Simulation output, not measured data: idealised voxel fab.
Process module, titled voxel released beams
Square cell edge 5 nm, section width 160 nm, ID cut.
For the purposes of this document, a cross-section shall be understood as a grid of square cells, specified as bands listed in top-to-bottom order, each band consisting of one or more rows of cells.
Heights first: top, then bottom, in nm. Then materials, left to right, each with a width in nm. "all across" on a single material: fills the band edge to edge. "empty": empty space.
We count height from 0. Below that, the starting wafer is all one material. The lowest band never ends at the bottom but goes on down; see "0 down" for how that is written.
Think of "30..40" as a width that walks from the first number to the second as you go down the band, top row to bottom row, taking equal-sized steps from row to row.
"no modification" after a step means that no cell of the cross-section changed.
You'll see "Fully closed voids" listing empty spaces that have no way open to the top, as long as they're 8 cells or more; the notation is width x height at distance, where the distance is from the left edge, and all of it is in nm.
Whatever follows a step's settings on its line is a remark the simulator itself makes about that step.
overlay nm: mask offset rightward from planned place, masked step; negative means leftward offset.
**The following list gives the planned process steps**
step 1: RECEIVE, material Si
step 2: CONFORMAL_DEP, material Al2O3, thk nm 10
step 3: DIRECTIONAL_DEP, material SiO2, thk nm 10
step 4: PATTERN, tone open, mask id ANCHOR, material resist, width nm 30, thk nm 15, overlay nm 0
step 5: DIRECTIONAL_ETCH, etch materials SiO2, depth nm 10
step 6: STRIP, etch materials resist
step 7: CONFORMAL_DEP, material SiN, thk nm 10
step 8: DIRECTIONAL_DEP, material aC, thk nm 15
step 9: PATTERN, tone cover, mask id BEAM, material resist, width nm 95, thk nm 30, overlay nm 0
step 10: DIRECTIONAL_ETCH, etch materials aC, depth nm 15
step 11: STRIP, etch materials resist
step 12: DIRECTIONAL_ETCH, etch materials SiN, depth nm 10
step 13: STRIP, etch materials aC
step 14: STRIP, etch materials SiO2
**Cross-sectional view of the wafer in its as-received condition, corresponding to the state after step 1**
- 0 down  Si all across
- Fully closed voids: none
**This is how the wafer looks in cross-section once the module is done, given the starting state and plan above and one mistake in carrying the plan out**
- 30 to 20  empty: 35 | SiN: 10 | empty: 10 | SiN: 75 | empty: 30
- 20 to 10  empty: 35 | SiN: 30 | empty: 95
- 10 to 0  Al2O3 all across
- 0 down  Si all across
- Fully closed voids: none
The mistake made against the process plan was this: not per plan at step 9, really ran PATTERN, tone cover, mask id BEAM, material resist, width nm 95, thk nm 30, overlay nm 5
